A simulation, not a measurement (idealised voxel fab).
You're looking at the process module voxel double patterning.
Square cell edge 5 nm, section width 300 nm, ID cut.
When this document writes out a cross-section, it uses a grid of square cells and lists it as bands, beginning at the top and moving down, with a band standing for one or more rows of cells.
Band entry format. Leading values: height of top, height of bottom, nm. Remainder: materials in left-to-right order, each with its width in nm. Special words: "everywhere" on a single material, which then fills the band edge to edge; "blank", empty space.
Height datum 0, below which the as-received substrate wafer is one material. Lowest band open at the bottom, running downward: "0..down".
The notation "30 to 40" denotes a width that varies across the rows of cells in the band, beginning at the first number in the top row, finishing at the second number in the bottom row, and changing by an identical amount from each row to the next.
You'll sometimes find "nothing changed" written for a step, and that's the way of saying that nowhere in the cross-section did a cell change during that step.
"Tabulated closed voids" contains a list of empty spaces, each no smaller than 8 cells and without an open way to the top, written in the form width x height at distance with the distance from the left edge and all three in nm.
It should be noted that, on the line of a given step, the content following the step's settings is a remark produced by the simulator itself with respect to that step.
A step's line can hold "overlay nm"; with a mask on that step, the setting says how far right of the planned place the mask lay, while a negative setting says it lay to the left.
From here on the document is pairs. In a pair, the cross-section before one process step comes with the cross-section after it, and the latter goes no deeper than the lowest band that changed. What lies in between, the step and its settings, is written under the pair. A pair may be from a different run of this module on the same starting wafer than the pair above it, so it continues from that pair only where its entry headed "Pre-step geometry" says so.
-- Pre-step geometry
0..down | Si everywhere
Tabulated closed voids: none
-- Cross-Section Thereafter
5..0 | SiN everywhere
Whatever lies below 0 is exactly as it was before.
Tabulated closed voids: none
Which process step falls between the two cross-sections above? CONFORMAL_DEP: material SiN, thk nm 5
Pre-step geometry: no separate figure, the pair right above already shows it after its step.
-- Cross-Section Thereafter
25..5 | SiO2 everywhere
Whatever lies below 5 is exactly as it was before.
Tabulated closed voids: none
Which process step falls between the two cross-sections above? DIRECTIONAL_DEP: material SiO2, thk nm 20
Pre-step geometry: no separate figure, the pair right above already shows it after its step.
-- Cross-Section Thereafter
35..25 | SiCN everywhere
Whatever lies below 25 is exactly as it was before.
Tabulated closed voids: none
Which process step falls between the two cross-sections above? DIRECTIONAL_DEP: material SiCN, thk nm 10
Pre-step geometry: no separate figure, the pair right above already shows it after its step.
-- Cross-Section Thereafter
45..35 | aC everywhere
Whatever lies below 35 is exactly as it was before.
Tabulated closed voids: none
Which process step falls between the two cross-sections above? DIRECTIONAL_DEP: material aC, thk nm 10
Pre-step geometry: no separate figure, the pair right above already shows it after its step.
-- Cross-Section Thereafter
70..45 | resist=90, then blank=15, then resist=35, then blank=15, then resist=35, then blank=15, then resist=95
Whatever lies below 45 is exactly as it was before.
Tabulated closed voids: none
Which process step falls between the two cross-sections above? PATTERN: tone open, mask id FIRST, material resist, width nm 15, pitch nm 50, thk nm 25, overlay nm 0
Pre-step geometry: no separate figure, the pair right above already shows it after its step.
-- Cross-Section Thereafter
60..45 | resist=90, then blank=15, then resist=35, then blank=15, then resist=35, then blank=15, then resist=95
45..35 | aC=90, then blank=15, then aC=35, then blank=15, then aC=35, then blank=15, then aC=95
Whatever lies below 35 is exactly as it was before.
Tabulated closed voids: none
Which process step falls between the two cross-sections above? DIRECTIONAL_ETCH: etch materials aC, depth nm 10
Pre-step geometry: no separate figure, the pair right above already shows it after its step.
-- Cross-Section Thereafter
45..35 | aC=90, then blank=15, then aC=35, then blank=15, then aC=35, then blank=15, then aC=95
Whatever lies below 35 is exactly as it was before.
Tabulated closed voids: none
Which process step falls between the two cross-sections above? STRIP: etch materials resist
Pre-step geometry: no separate figure, the pair right above already shows it after its step.
-- Cross-Section Thereafter
45..35 | aC=90, then blank=15, then aC=35, then blank=15, then aC=35, then blank=15, then aC=95
35..25 | SiCN=90, then blank=15, then SiCN=35, then blank=15, then SiCN=35, then blank=15, then SiCN=95
Whatever lies below 25 is exactly as it was before.
Tabulated closed voids: none
Which process step falls between the two cross-sections above? DIRECTIONAL_ETCH: etch materials SiCN, depth nm 10
Pre-step geometry: no separate figure, the pair right above already shows it after its step.
-- Cross-Section Thereafter
35..25 | SiCN=90, then blank=15, then SiCN=35, then blank=15, then SiCN=35, then blank=15, then SiCN=95
Whatever lies below 25 is exactly as it was before.
Tabulated closed voids: none
Which process step falls between the two cross-sections above? STRIP: etch materials aC
Pre-step geometry: no separate figure, the pair right above already shows it after its step.
-- Cross-Section Thereafter
45..35 | aC=90, then blank=15, then aC=35, then blank=15, then aC=35, then blank=15, then aC=95
35..25 | SiCN=90, then aC=15, then SiCN=35, then aC=15, then SiCN=35, then aC=15, then SiCN=95
Whatever lies below 25 is exactly as it was before.
Tabulated closed voids: none
Which process step falls between the two cross-sections above? DIRECTIONAL_DEP: material aC, thk nm 10
Pre-step geometry: no separate figure, the pair right above already shows it after its step.
-- Cross-Section Thereafter
75..45 | resist=115, then blank=15, then resist=35, then blank=15, then resist=120
45..35 | aC=90, then resist=15, then aC=35, then resist=15, then aC=35, then resist=15, then aC=95
Whatever lies below 35 is exactly as it was before.
Tabulated closed voids: none
Which process step falls between the two cross-sections above? PATTERN: tone open, mask id SECOND, material resist, width nm 15, pitch nm 50, thk nm 30, overlay nm 0
Pre-step geometry: no separate figure, the pair right above already shows it after its step.
-- Cross-Section Thereafter
65..45 | resist=115, then blank=15, then resist=35, then blank=15, then resist=120
45..35 | aC=90, then resist=15, then aC=10, then blank=15, then aC=10, then resist=15, then aC=10, then blank=15, then aC=10, then resist=15, then aC=95
Whatever lies below 35 is exactly as it was before.
Tabulated closed voids: none
Which process step falls between the two cross-sections above? DIRECTIONAL_ETCH: etch materials aC, depth nm 10
Pre-step geometry: no separate figure, the pair right above already shows it after its step.
-- Cross-Section Thereafter
45..35 | aC=90, then blank=15, then aC=10, then blank=15, then aC=10, then blank=15, then aC=10, then blank=15, then aC=10, then blank=15, then aC=95
Whatever lies below 35 is exactly as it was before.
Tabulated closed voids: none
Which process step falls between the two cross-sections above? STRIP: etch materials resist
Pre-step geometry: no separate figure, the pair right above already shows it after its step.
-- Cross-Section Thereafter
45..35 | aC=90, then blank=15, then aC=10, then blank=15, then aC=10, then blank=15, then aC=10, then blank=15, then aC=10, then blank=15, then aC=95
35..25 | SiCN=90, then aC=15, then SiCN=10, then blank=15, then SiCN=10, then aC=15, then SiCN=10, then blank=15, then SiCN=10, then aC=15, then SiCN=95
Whatever lies below 25 is exactly as it was before.
Tabulated closed voids: none
Which process step falls between the two cross-sections above? DIRECTIONAL_ETCH: etch materials SiCN, depth nm 10
Pre-step geometry: no separate figure, the pair right above already shows it after its step.
-- Cross-Section Thereafter
35..25 | SiCN=90, then blank=15, then SiCN=10, then blank=15, then SiCN=10, then blank=15, then SiCN=10, then blank=15, then SiCN=10, then blank=15, then SiCN=95
Whatever lies below 25 is exactly as it was before.
Tabulated closed voids: none
Which process step falls between the two cross-sections above? STRIP: etch materials aC
Pre-step geometry: no separate figure, the pair right above already shows it after its step.
-- Cross-Section Thereafter
35..25 | SiCN=90, then blank=15, then SiCN=10, then blank=15, then SiCN=10, then blank=15, then SiCN=10, then blank=15, then SiCN=10, then blank=15, then SiCN=95
25..5 | SiO2=90, then blank=15, then SiO2=10, then blank=15, then SiO2=10, then blank=15, then SiO2=10, then blank=15, then SiO2=10, then blank=15, then SiO2=95
Whatever lies below 5 is exactly as it was before.
Tabulated closed voids: none
Which process step falls between the two cross-sections above? DIRECTIONAL_ETCH: etch materials SiO2, depth nm 20
Pre-step geometry: no separate figure, the pair right above already shows it after its step.
-- Cross-Section Thereafter
25..5 | SiO2=90, then blank=15, then SiO2=10, then blank=15, then SiO2=10, then blank=15, then SiO2=10, then blank=15, then SiO2=10, then blank=15, then SiO2=95
Whatever lies below 5 is exactly as it was before.
Tabulated closed voids: none
Which process step falls between the two cross-sections above? STRIP: etch materials SiCN
-- Pre-step geometry
0..down | Si everywhere
Tabulated closed voids: none
-- Cross-Section Thereafter
20..0 | SiO2 everywhere
Whatever lies below 0 is exactly as it was before.
Tabulated closed voids: none
Which process step falls between the two cross-sections above? DIRECTIONAL_DEP: material SiO2, thk nm 20
Pre-step geometry: no separate figure, the pair right above already shows it after its step.
-- Cross-Section Thereafter
30..20 | SiCN everywhere
Whatever lies below 20 is exactly as it was before.
Tabulated closed voids: none
Which process step falls between the two cross-sections above? DIRECTIONAL_DEP: material SiCN, thk nm 10
Pre-step geometry: no separate figure, the pair right above already shows it after its step.
-- Cross-Section Thereafter
40..30 | aC everywhere
Whatever lies below 30 is exactly as it was before.
Tabulated closed voids: none
Which process step falls between the two cross-sections above? DIRECTIONAL_DEP: material aC, thk nm 10
Pre-step geometry: no separate figure, the pair right above already shows it after its step.
-- Cross-Section Thereafter
65..40 | resist=90, then blank=15, then resist=35, then blank=15, then resist=35, then blank=15, then resist=95
Whatever lies below 40 is exactly as it was before.
Tabulated closed voids: none
Which process step falls between the two cross-sections above? PATTERN: tone open, mask id FIRST, material resist, width nm 15, pitch nm 50, thk nm 25, overlay nm 0
Pre-step geometry: no separate figure, the pair right above already shows it after its step.
-- Cross-Section Thereafter
55..40 | resist=90, then blank=15, then resist=35, then blank=15, then resist=35, then blank=15, then resist=95
40..30 | aC=90, then blank=15, then aC=35, then blank=15, then aC=35, then blank=15, then aC=95
Whatever lies below 30 is exactly as it was before.
Tabulated closed voids: none
Which process step falls between the two cross-sections above? DIRECTIONAL_ETCH: etch materials aC, depth nm 10
Pre-step geometry: no separate figure, the pair right above already shows it after its step.
-- Cross-Section Thereafter
40..30 | aC=90, then blank=15, then aC=35, then blank=15, then aC=35, then blank=15, then aC=95
Whatever lies below 30 is exactly as it was before.
Tabulated closed voids: none
Which process step falls between the two cross-sections above? STRIP: etch materials resist
Pre-step geometry: no separate figure, the pair right above already shows it after its step.
-- Cross-Section Thereafter
40..30 | aC=90, then blank=15, then aC=35, then blank=15, then aC=35, then blank=15, then aC=95
30..20 | SiCN=90, then blank=15, then SiCN=35, then blank=15, then SiCN=35, then blank=15, then SiCN=95
Whatever lies below 20 is exactly as it was before.
Tabulated closed voids: none
Which process step falls between the two cross-sections above? DIRECTIONAL_ETCH: etch materials SiCN, depth nm 10
Pre-step geometry: no separate figure, the pair right above already shows it after its step.
-- Cross-Section Thereafter
30..20 | SiCN=90, then blank=15, then SiCN=35, then blank=15, then SiCN=35, then blank=15, then SiCN=95
Whatever lies below 20 is exactly as it was before.
Tabulated closed voids: none
Which process step falls between the two cross-sections above? STRIP: etch materials aC
Pre-step geometry: no separate figure, the pair right above already shows it after its step.
-- Cross-Section Thereafter
40..30 | aC=90, then blank=15, then aC=35, then blank=15, then aC=35, then blank=15, then aC=95
30..20 | SiCN=90, then aC=15, then SiCN=35, then aC=15, then SiCN=35, then aC=15, then SiCN=95
Whatever lies below 20 is exactly as it was before.
Tabulated closed voids: none
Which process step falls between the two cross-sections above? DIRECTIONAL_DEP: material aC, thk nm 10
Pre-step geometry: no separate figure, the pair right above already shows it after its step.
-- Cross-Section Thereafter
70..40 | resist=115, then blank=15, then resist=35, then blank=15, then resist=120
40..30 | aC=90, then resist=15, then aC=35, then resist=15, then aC=35, then resist=15, then aC=95
Whatever lies below 30 is exactly as it was before.
Tabulated closed voids: none
Which process step falls between the two cross-sections above? PATTERN: tone open, mask id SECOND, material resist, width nm 15, pitch nm 50, thk nm 30, overlay nm 0
Pre-step geometry: no separate figure, the pair right above already shows it after its step.
-- Cross-Section Thereafter
60..40 | resist=115, then blank=15, then resist=35, then blank=15, then resist=120
40..30 | aC=90, then resist=15, then aC=10, then blank=15, then aC=10, then resist=15, then aC=10, then blank=15, then aC=10, then resist=15, then aC=95
Whatever lies below 30 is exactly as it was before.
Tabulated closed voids: none
Which process step falls between the two cross-sections above? DIRECTIONAL_ETCH: etch materials aC, depth nm 10
Pre-step geometry: no separate figure, the pair right above already shows it after its step.
-- Cross-Section Thereafter
40..30 | aC=90, then blank=15, then aC=10, then blank=15, then aC=10, then blank=15, then aC=10, then blank=15, then aC=10, then blank=15, then aC=95
Whatever lies below 30 is exactly as it was before.
Tabulated closed voids: none
Which process step falls between the two cross-sections above? STRIP: etch materials resist
Pre-step geometry: no separate figure, the pair right above already shows it after its step.
-- Cross-Section Thereafter
40..30 | aC=90, then blank=15, then aC=10, then blank=15, then aC=10, then blank=15, then aC=10, then blank=15, then aC=10, then blank=15, then aC=95
30..20 | SiCN=90, then aC=15, then SiCN=10, then blank=15, then SiCN=10, then aC=15, then SiCN=10, then blank=15, then SiCN=10, then aC=15, then SiCN=95
Whatever lies below 20 is exactly as it was before.
Tabulated closed voids: none
Which process step falls between the two cross-sections above? DIRECTIONAL_ETCH: etch materials SiCN, depth nm 10
Pre-step geometry: no separate figure, the pair right above already shows it after its step.
-- Cross-Section Thereafter
30..20 | SiCN=90, then blank=15, then SiCN=10, then blank=15, then SiCN=10, then blank=15, then SiCN=10, then blank=15, then SiCN=10, then blank=15, then SiCN=95
Whatever lies below 20 is exactly as it was before.
Tabulated closed voids: none
Which process step falls between the two cross-sections above? STRIP: etch materials aC
Pre-step geometry: no separate figure, the pair right above already shows it after its step.
-- Cross-Section Thereafter
30..20 | SiCN=90, then blank=15, then SiCN=10, then blank=15, then SiCN=10, then blank=15, then SiCN=10, then blank=15, then SiCN=10, then blank=15, then SiCN=95
20..0 | SiO2=90, then blank=15, then SiO2=10, then blank=15, then SiO2=10, then blank=15, then SiO2=10, then blank=15, then SiO2=10, then blank=15, then SiO2=95
Whatever lies below 0 is exactly as it was before.
Tabulated closed voids: none
Which process step falls between the two cross-sections above? DIRECTIONAL_ETCH: etch materials SiO2, depth nm 20
Pre-step geometry: no separate figure, the pair right above already shows it after its step.
-- Cross-Section Thereafter
20..0 | SiO2=90, then blank=15, then SiO2=10, then blank=15, then SiO2=10, then blank=15, then SiO2=10, then blank=15, then SiO2=10, then blank=15, then SiO2=95
Whatever lies below 0 is exactly as it was before.
Tabulated closed voids: none
Which process step falls between the two cross-sections above? STRIP: etch materials SiCN
-- Pre-step geometry
25..5 | SiO2 everywhere
5..0 | SiN everywhere
0..down | Si everywhere
Tabulated closed voids: none
-- Cross-Section Thereafter
45..5 | SiO2 everywhere
Whatever lies below 5 is exactly as it was before.
Tabulated closed voids: none
Which process step falls between the two cross-sections above? DIRECTIONAL_DEP: material SiO2, thk nm 20
Pre-step geometry: no separate figure, the pair right above already shows it after its step.
-- Cross-Section Thereafter
55..45 | SiCN everywhere
Whatever lies below 45 is exactly as it was before.
Tabulated closed voids: none
Which process step falls between the two cross-sections above? DIRECTIONAL_DEP: material SiCN, thk nm 10
Pre-step geometry: no separate figure, the pair right above already shows it after its step.
-- Cross-Section Thereafter
65..55 | aC everywhere
Whatever lies below 55 is exactly as it was before.
Tabulated closed voids: none
Which process step falls between the two cross-sections above? DIRECTIONAL_DEP: material aC, thk nm 10
Pre-step geometry: no separate figure, the pair right above already shows it after its step.
-- Cross-Section Thereafter
90..65 | resist=90, then blank=15, then resist=35, then blank=15, then resist=35, then blank=15, then resist=95
Whatever lies below 65 is exactly as it was before.
Tabulated closed voids: none
Which process step falls between the two cross-sections above? PATTERN: tone open, mask id FIRST, material resist, width nm 15, pitch nm 50, thk nm 25, overlay nm 0
Pre-step geometry: no separate figure, the pair right above already shows it after its step.
-- Cross-Section Thereafter
80..65 | resist=90, then blank=15, then resist=35, then blank=15, then resist=35, then blank=15, then resist=95
65..55 | aC=90, then blank=15, then aC=35, then blank=15, then aC=35, then blank=15, then aC=95
Whatever lies below 55 is exactly as it was before.
Tabulated closed voids: none
Which process step falls between the two cross-sections above? DIRECTIONAL_ETCH: etch materials aC, depth nm 10
Pre-step geometry: no separate figure, the pair right above already shows it after its step.
-- Cross-Section Thereafter
65..55 | aC=90, then blank=15, then aC=35, then blank=15, then aC=35, then blank=15, then aC=95
Whatever lies below 55 is exactly as it was before.
Tabulated closed voids: none
Which process step falls between the two cross-sections above? STRIP: etch materials resist
Pre-step geometry: no separate figure, the pair right above already shows it after its step.
-- Cross-Section Thereafter
65..55 | aC=90, then blank=15, then aC=35, then blank=15, then aC=35, then blank=15, then aC=95
55..45 | SiCN=90, then blank=15, then SiCN=35, then blank=15, then SiCN=35, then blank=15, then SiCN=95
Whatever lies below 45 is exactly as it was before.
Tabulated closed voids: none
Which process step falls between the two cross-sections above? DIRECTIONAL_ETCH: etch materials SiCN, depth nm 10
Pre-step geometry: no separate figure, the pair right above already shows it after its step.
-- Cross-Section Thereafter
55..45 | SiCN=90, then blank=15, then SiCN=35, then blank=15, then SiCN=35, then blank=15, then SiCN=95
Whatever lies below 45 is exactly as it was before.
Tabulated closed voids: none
Which process step falls between the two cross-sections above? STRIP: etch materials aC
Pre-step geometry: no separate figure, the pair right above already shows it after its step.
-- Cross-Section Thereafter
65..55 | aC=90, then blank=15, then aC=35, then blank=15, then aC=35, then blank=15, then aC=95
55..45 | SiCN=90, then aC=15, then SiCN=35, then aC=15, then SiCN=35, then aC=15, then SiCN=95
Whatever lies below 45 is exactly as it was before.
Tabulated closed voids: none
Which process step falls between the two cross-sections above? DIRECTIONAL_DEP: material aC, thk nm 10
Pre-step geometry: no separate figure, the pair right above already shows it after its step.
-- Cross-Section Thereafter
95..65 | resist=115, then blank=15, then resist=35, then blank=15, then resist=120
65..55 | aC=90, then resist=15, then aC=35, then resist=15, then aC=35, then resist=15, then aC=95
Whatever lies below 55 is exactly as it was before.
Tabulated closed voids: none
Which process step falls between the two cross-sections above? PATTERN: tone open, mask id SECOND, material resist, width nm 15, pitch nm 50, thk nm 30, overlay nm 0
Pre-step geometry: no separate figure, the pair right above already shows it after its step.
-- Cross-Section Thereafter
85..65 | resist=115, then blank=15, then resist=35, then blank=15, then resist=120
65..55 | aC=90, then resist=15, then aC=10, then blank=15, then aC=10, then resist=15, then aC=10, then blank=15, then aC=10, then resist=15, then aC=95
Whatever lies below 55 is exactly as it was before.
Tabulated closed voids: none
Which process step falls between the two cross-sections above? DIRECTIONAL_ETCH: etch materials aC, depth nm 10
Pre-step geometry: no separate figure, the pair right above already shows it after its step.
-- Cross-Section Thereafter
65..55 | aC=90, then blank=15, then aC=10, then blank=15, then aC=10, then blank=15, then aC=10, then blank=15, then aC=10, then blank=15, then aC=95
Whatever lies below 55 is exactly as it was before.
Tabulated closed voids: none
Which process step falls between the two cross-sections above? STRIP: etch materials resist
Pre-step geometry: no separate figure, the pair right above already shows it after its step.
-- Cross-Section Thereafter
65..55 | aC=90, then blank=15, then aC=10, then blank=15, then aC=10, then blank=15, then aC=10, then blank=15, then aC=10, then blank=15, then aC=95
55..45 | SiCN=90, then aC=15, then SiCN=10, then blank=15, then SiCN=10, then aC=15, then SiCN=10, then blank=15, then SiCN=10, then aC=15, then SiCN=95
Whatever lies below 45 is exactly as it was before.
Tabulated closed voids: none
Which process step falls between the two cross-sections above? DIRECTIONAL_ETCH: etch materials SiCN, depth nm 10
Pre-step geometry: no separate figure, the pair right above already shows it after its step.
-- Cross-Section Thereafter
55..45 | SiCN=90, then blank=15, then SiCN=10, then blank=15, then SiCN=10, then blank=15, then SiCN=10, then blank=15, then SiCN=10, then blank=15, then SiCN=95
Whatever lies below 45 is exactly as it was before.
Tabulated closed voids: none
Which process step falls between the two cross-sections above? STRIP: etch materials aC
Pre-step geometry: no separate figure, the pair right above already shows it after its step.
-- Cross-Section Thereafter
55..45 | SiCN=90, then blank=15, then SiCN=10, then blank=15, then SiCN=10, then blank=15, then SiCN=10, then blank=15, then SiCN=10, then blank=15, then SiCN=95
45..25 | SiO2=90, then blank=15, then SiO2=10, then blank=15, then SiO2=10, then blank=15, then SiO2=10, then blank=15, then SiO2=10, then blank=15, then SiO2=95
Whatever lies below 25 is exactly as it was before.
Tabulated closed voids: none
Which process step falls between the two cross-sections above? DIRECTIONAL_ETCH: etch materials SiO2, depth nm 20
Pre-step geometry: no separate figure, the pair right above already shows it after its step.
-- Cross-Section Thereafter
45..25 | SiO2=90, then blank=15, then SiO2=10, then blank=15, then SiO2=10, then blank=15, then SiO2=10, then blank=15, then SiO2=10, then blank=15, then SiO2=95
Whatever lies below 25 is exactly as it was before.
Tabulated closed voids: none
Which process step falls between the two cross-sections above? STRIP: etch materials SiCN
-- Pre-step geometry
20..0 | SiO2 everywhere
0..down | Si everywhere
Tabulated closed voids: none
-- Cross-Section Thereafter
25..20 | SiN everywhere
Whatever lies below 20 is exactly as it was before.
Tabulated closed voids: none
Which process step falls between the two cross-sections above? CONFORMAL_DEP: material SiN, thk nm 5
Pre-step geometry: no separate figure, the pair right above already shows it after its step.
-- Cross-Section Thereafter
35..25 | SiCN everywhere
Whatever lies below 25 is exactly as it was before.
Tabulated closed voids: none
Which process step falls between the two cross-sections above? DIRECTIONAL_DEP: material SiCN, thk nm 10
Pre-step geometry: no separate figure, the pair right above already shows it after its step.
-- Cross-Section Thereafter
45..35 | aC everywhere
Whatever lies below 35 is exactly as it was before.
Tabulated closed voids: none
Which process step falls between the two cross-sections above? DIRECTIONAL_DEP: material aC, thk nm 10
Pre-step geometry: no separate figure, the pair right above already shows it after its step.
-- Cross-Section Thereafter
70..45 | resist=90, then blank=15, then resist=35, then blank=15, then resist=35, then blank=15, then resist=95
Whatever lies below 45 is exactly as it was before.
Tabulated closed voids: none
Which process step falls between the two cross-sections above? PATTERN: tone open, mask id FIRST, material resist, width nm 15, pitch nm 50, thk nm 25, overlay nm 0
Pre-step geometry: no separate figure, the pair right above already shows it after its step.
-- Cross-Section Thereafter
60..45 | resist=90, then blank=15, then resist=35, then blank=15, then resist=35, then blank=15, then resist=95
45..35 | aC=90, then blank=15, then aC=35, then blank=15, then aC=35, then blank=15, then aC=95
Whatever lies below 35 is exactly as it was before.
Tabulated closed voids: none
Which process step falls between the two cross-sections above? DIRECTIONAL_ETCH: etch materials aC, depth nm 10
Pre-step geometry: no separate figure, the pair right above already shows it after its step.
-- Cross-Section Thereafter
45..35 | aC=90, then blank=15, then aC=35, then blank=15, then aC=35, then blank=15, then aC=95
Whatever lies below 35 is exactly as it was before.
Tabulated closed voids: none
Which process step falls between the two cross-sections above? STRIP: etch materials resist
Pre-step geometry: no separate figure, the pair right above already shows it after its step.
-- Cross-Section Thereafter
45..35 | aC=90, then blank=15, then aC=35, then blank=15, then aC=35, then blank=15, then aC=95
35..25 | SiCN=90, then blank=15, then SiCN=35, then blank=15, then SiCN=35, then blank=15, then SiCN=95
Whatever lies below 25 is exactly as it was before.
Tabulated closed voids: none
Which process step falls between the two cross-sections above? DIRECTIONAL_ETCH: etch materials SiCN, depth nm 10
Pre-step geometry: no separate figure, the pair right above already shows it after its step.
-- Cross-Section Thereafter
35..25 | SiCN=90, then blank=15, then SiCN=35, then blank=15, then SiCN=35, then blank=15, then SiCN=95
Whatever lies below 25 is exactly as it was before.
Tabulated closed voids: none
Which process step falls between the two cross-sections above? STRIP: etch materials aC
Pre-step geometry: no separate figure, the pair right above already shows it after its step.
-- Cross-Section Thereafter
45..35 | aC=90, then blank=15, then aC=35, then blank=15, then aC=35, then blank=15, then aC=95
35..25 | SiCN=90, then aC=15, then SiCN=35, then aC=15, then SiCN=35, then aC=15, then SiCN=95
Whatever lies below 25 is exactly as it was before.
Tabulated closed voids: none
Which process step falls between the two cross-sections above? DIRECTIONAL_DEP: material aC, thk nm 10
Pre-step geometry: no separate figure, the pair right above already shows it after its step.
-- Cross-Section Thereafter
75..45 | resist=115, then blank=15, then resist=35, then blank=15, then resist=120
45..35 | aC=90, then resist=15, then aC=35, then resist=15, then aC=35, then resist=15, then aC=95
Whatever lies below 35 is exactly as it was before.
Tabulated closed voids: none
Which process step falls between the two cross-sections above? PATTERN: tone open, mask id SECOND, material resist, width nm 15, pitch nm 50, thk nm 30, overlay nm 0
Pre-step geometry: no separate figure, the pair right above already shows it after its step.
-- Cross-Section Thereafter
65..45 | resist=115, then blank=15, then resist=35, then blank=15, then resist=120
45..35 | aC=90, then resist=15, then aC=10, then blank=15, then aC=10, then resist=15, then aC=10, then blank=15, then aC=10, then resist=15, then aC=95
Whatever lies below 35 is exactly as it was before.
Tabulated closed voids: none
Which process step falls between the two cross-sections above? DIRECTIONAL_ETCH: etch materials aC, depth nm 10
Pre-step geometry: no separate figure, the pair right above already shows it after its step.
-- Cross-Section Thereafter
45..35 | aC=90, then blank=15, then aC=10, then blank=15, then aC=10, then blank=15, then aC=10, then blank=15, then aC=10, then blank=15, then aC=95
Whatever lies below 35 is exactly as it was before.
Tabulated closed voids: none
Which process step falls between the two cross-sections above? STRIP: etch materials resist
Pre-step geometry: no separate figure, the pair right above already shows it after its step.
-- Cross-Section Thereafter
45..35 | aC=90, then blank=15, then aC=10, then blank=15, then aC=10, then blank=15, then aC=10, then blank=15, then aC=10, then blank=15, then aC=95
35..25 | SiCN=90, then aC=15, then SiCN=10, then blank=15, then SiCN=10, then aC=15, then SiCN=10, then blank=15, then SiCN=10, then aC=15, then SiCN=95
Whatever lies below 25 is exactly as it was before.
Tabulated closed voids: none
Which process step falls between the two cross-sections above? DIRECTIONAL_ETCH: etch materials SiCN, depth nm 10
Pre-step geometry: no separate figure, the pair right above already shows it after its step.
-- Cross-Section Thereafter
35..25 | SiCN=90, then blank=15, then SiCN=10, then blank=15, then SiCN=10, then blank=15, then SiCN=10, then blank=15, then SiCN=10, then blank=15, then SiCN=95
Whatever lies below 25 is exactly as it was before.
Tabulated closed voids: none
Which process step falls between the two cross-sections above? STRIP: etch materials aC
Pre-step geometry: no separate figure, the pair right above already shows it after its step.
-- Cross-Section Thereafter
25..20 | SiN everywhere
Whatever lies below 20 is exactly as it was before.
Tabulated closed voids: none
Which process step falls between the two cross-sections above? STRIP: etch materials SiCN
-- Pre-step geometry
5..0 | SiN everywhere
0..down | Si everywhere
Tabulated closed voids: none
-- Cross-Section Thereafter
15..5 | SiO2 everywhere
Whatever lies below 5 is exactly as it was before.
Tabulated closed voids: none
Which process step falls between the two cross-sections above? DIRECTIONAL_DEP: material SiO2, thk nm 10
Pre-step geometry: no separate figure, the pair right above already shows it after its step.
-- Cross-Section Thereafter
25..15 | SiCN everywhere
Whatever lies below 15 is exactly as it was before.
Tabulated closed voids: none
Which process step falls between the two cross-sections above? DIRECTIONAL_DEP: material SiCN, thk nm 10
Pre-step geometry: no separate figure, the pair right above already shows it after its step.
-- Cross-Section Thereafter
35..25 | aC everywhere
Whatever lies below 25 is exactly as it was before.
Tabulated closed voids: none
Which process step falls between the two cross-sections above? DIRECTIONAL_DEP: material aC, thk nm 10
Pre-step geometry: no separate figure, the pair right above already shows it after its step.
-- Cross-Section Thereafter
60..35 | resist=90, then blank=15, then resist=35, then blank=15, then resist=35, then blank=15, then resist=95
Whatever lies below 35 is exactly as it was before.
Tabulated closed voids: none
Which process step falls between the two cross-sections above? PATTERN: tone open, mask id FIRST, material resist, width nm 15, pitch nm 50, thk nm 25, overlay nm 0
Pre-step geometry: no separate figure, the pair right above already shows it after its step.
-- Cross-Section Thereafter
50..35 | resist=90, then blank=15, then resist=35, then blank=15, then resist=35, then blank=15, then resist=95
35..25 | aC=90, then blank=15, then aC=35, then blank=15, then aC=35, then blank=15, then aC=95
Whatever lies below 25 is exactly as it was before.
Tabulated closed voids: none
Which process step falls between the two cross-sections above? DIRECTIONAL_ETCH: etch materials aC, depth nm 10
Pre-step geometry: no separate figure, the pair right above already shows it after its step.
-- Cross-Section Thereafter
35..25 | aC=90, then blank=15, then aC=35, then blank=15, then aC=35, then blank=15, then aC=95
Whatever lies below 25 is exactly as it was before.
Tabulated closed voids: none
Which process step falls between the two cross-sections above? STRIP: etch materials resist
Pre-step geometry: no separate figure, the pair right above already shows it after its step.
-- Cross-Section Thereafter
35..25 | aC=90, then blank=15, then aC=35, then blank=15, then aC=35, then blank=15, then aC=95
25..15 | SiCN=90, then blank=15, then SiCN=35, then blank=15, then SiCN=35, then blank=15, then SiCN=95
Whatever lies below 15 is exactly as it was before.
Tabulated closed voids: none
Which process step falls between the two cross-sections above? DIRECTIONAL_ETCH: etch materials SiCN, depth nm 10
Pre-step geometry: no separate figure, the pair right above already shows it after its step.
-- Cross-Section Thereafter
25..15 | SiCN=90, then blank=15, then SiCN=35, then blank=15, then SiCN=35, then blank=15, then SiCN=95
Whatever lies below 15 is exactly as it was before.
Tabulated closed voids: none
Which process step falls between the two cross-sections above? STRIP: etch materials aC
Pre-step geometry: no separate figure, the pair right above already shows it after its step.
-- Cross-Section Thereafter
35..25 | aC=90, then blank=15, then aC=35, then blank=15, then aC=35, then blank=15, then aC=95
25..15 | SiCN=90, then aC=15, then SiCN=35, then aC=15, then SiCN=35, then aC=15, then SiCN=95
Whatever lies below 15 is exactly as it was before.
Tabulated closed voids: none
Which process step falls between the two cross-sections above? DIRECTIONAL_DEP: material aC, thk nm 10
Pre-step geometry: no separate figure, the pair right above already shows it after its step.
-- Cross-Section Thereafter
65..35 | resist=115, then blank=15, then resist=35, then blank=15, then resist=120
35..25 | aC=90, then resist=15, then aC=35, then resist=15, then aC=35, then resist=15, then aC=95
Whatever lies below 25 is exactly as it was before.
Tabulated closed voids: none
Which process step falls between the two cross-sections above? PATTERN: tone open, mask id SECOND, material resist, width nm 15, pitch nm 50, thk nm 30, overlay nm 0
Pre-step geometry: no separate figure, the pair right above already shows it after its step.
-- Cross-Section Thereafter
55..35 | resist=115, then blank=15, then resist=35, then blank=15, then resist=120
35..25 | aC=90, then resist=15, then aC=10, then blank=15, then aC=10, then resist=15, then aC=10, then blank=15, then aC=10, then resist=15, then aC=95
Whatever lies below 25 is exactly as it was before.
Tabulated closed voids: none
Which process step falls between the two cross-sections above? DIRECTIONAL_ETCH: etch materials aC, depth nm 10
Pre-step geometry: no separate figure, the pair right above already shows it after its step.
-- Cross-Section Thereafter
35..25 | aC=90, then blank=15, then aC=10, then blank=15, then aC=10, then blank=15, then aC=10, then blank=15, then aC=10, then blank=15, then aC=95
Whatever lies below 25 is exactly as it was before.
Tabulated closed voids: none
Which process step falls between the two cross-sections above? STRIP: etch materials resist
Pre-step geometry: no separate figure, the pair right above already shows it after its step.
-- Cross-Section Thereafter
35..25 | aC=90, then blank=15, then aC=10, then blank=15, then aC=10, then blank=15, then aC=10, then blank=15, then aC=10, then blank=15, then aC=95
25..15 | SiCN=90, then aC=15, then SiCN=10, then blank=15, then SiCN=10, then aC=15, then SiCN=10, then blank=15, then SiCN=10, then aC=15, then SiCN=95
Whatever lies below 15 is exactly as it was before.
Tabulated closed voids: none
Which process step falls between the two cross-sections above? DIRECTIONAL_ETCH: etch materials SiCN, depth nm 10
